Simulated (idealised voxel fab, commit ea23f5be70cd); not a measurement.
You're looking at the process module voxel self aligned vias.
cross-section cut | 215 nm wide | cells 5 nm
For the purposes of this document, a cross-section shall be understood as a grid of square cells, specified as bands listed in top-to-bottom order, each band consisting of one or more rows of cells. Quick guide to a band line: top height, bottom height (nm) up front; then every material left to right with its width in nm. Only one material and it's marked "all across"? Then it fills the band edge to edge. And "empty" just means empty space. The reference from which all heights are counted is 0, the level beneath which the as-received wafer is entirely one material; the lowest band, having no lower bound, proceeds downward and is written after the example "0..down". Width: "30->40" (first number = top row, second number = bottom row, same change from row to row of cells). "nothing different" (step): cross-section cells unchanged, all of them. Basically, "Listed closed voids" tells you about the enclosed voids: empty spaces with no open way to the top, 8 cells or bigger, each written width x height at distance, where distance is from the left edge, all in nm. The remark found on a step's line after its settings is issued by the simulator itself and pertains to that step. "overlay nm" on a masked step: distance the mask lay right of its planned place, negative for left.

## Steps in the process plan
1: RECEIVE (material Si)
2: CONFORMAL_DEP (material SiO2; thk nm 10)
3: CONFORMAL_DEP (material SiCN; thk nm 5)
4: DIRECTIONAL_DEP (material lowk; thk nm 20)
5: MASKED_ETCH (tone open; mask id LINES; width nm 30; pitch nm 60; etch materials lowk; depth nm 20; overlay nm 0)
6: CONFORMAL_DEP (material TiN; thk nm 5)
7: FILL_DEP (material W; thk nm 5)
8: CMP (height nm 35)
9: SELECTIVE_ETCH (etch materials W Ru TiN; depth nm 10)
10: FILL_DEP (material SiN; thk nm 10)
11: CMP (height nm 35)
12: DIRECTIONAL_DEP (material lowk; thk nm 20)
13: PATTERN (tone open; mask id VIAS; material resist; width nm 40; pitch nm 60; thk nm 15; overlay nm 0)
14: DIRECTIONAL_ETCH (etch materials lowk; depth nm 20)
15: DIRECTIONAL_ETCH (etch materials SiN; depth nm 10)
16: STRIP (etch materials resist)
17: CONFORMAL_DEP (material TiN; thk nm 5)
18: FILL_DEP (material Cu; thk nm 10)
19: CMP (height nm 55)
20: CONFORMAL_DEP (material SiCN; thk nm 5)

## As received (post step 1): cross-section
    0..down = Si all across
    Listed closed voids: none

## Same starting wafer, same plan as above, one mistake in the execution; this is the cross-section at the end of the module
    60..55 = SiCN all across
    55..40 = lowk 25 / TiN 5 / Cu 30 / TiN 5 / lowk 20 / TiN 5 / Cu 30 / TiN 5 / lowk 20 / TiN 5 / Cu 30 / TiN 5 / lowk 30
    40..30 = lowk 25 / TiN 5 / Cu 20 / TiN 15->5 / lowk 20->30 / TiN 5 / Cu 20 / TiN 15->5 / lowk 20->30 / TiN 5 / Cu 20 / TiN 15->5 / lowk 30->40
    30..25 = lowk 25 / TiN 30 / lowk 30 / TiN 30 / lowk 30 / TiN 30 / lowk 40
    25..20 = lowk 25 / TiN 5 / W 20 / TiN 5 / lowk 30 / TiN 5 / W 20 / TiN 5 / lowk 30 / TiN 5 / W 20 / TiN 5 / lowk 40
    20..15 = lowk 25 / TiN 30 / lowk 30 / TiN 30 / lowk 30 / TiN 30 / lowk 40
    15..10 = SiCN all across
    10..0 = SiO2 all across
    0..down = Si all across
    Listed closed voids: none
Heads up, the wafer didn't run the way we planned it: step 5 ran differently from the plan; actual operation with settings: MASKED_ETCH (tone open; mask id LINES; width nm 30; pitch nm 60; etch materials lowk; depth nm 20; overlay nm -5)
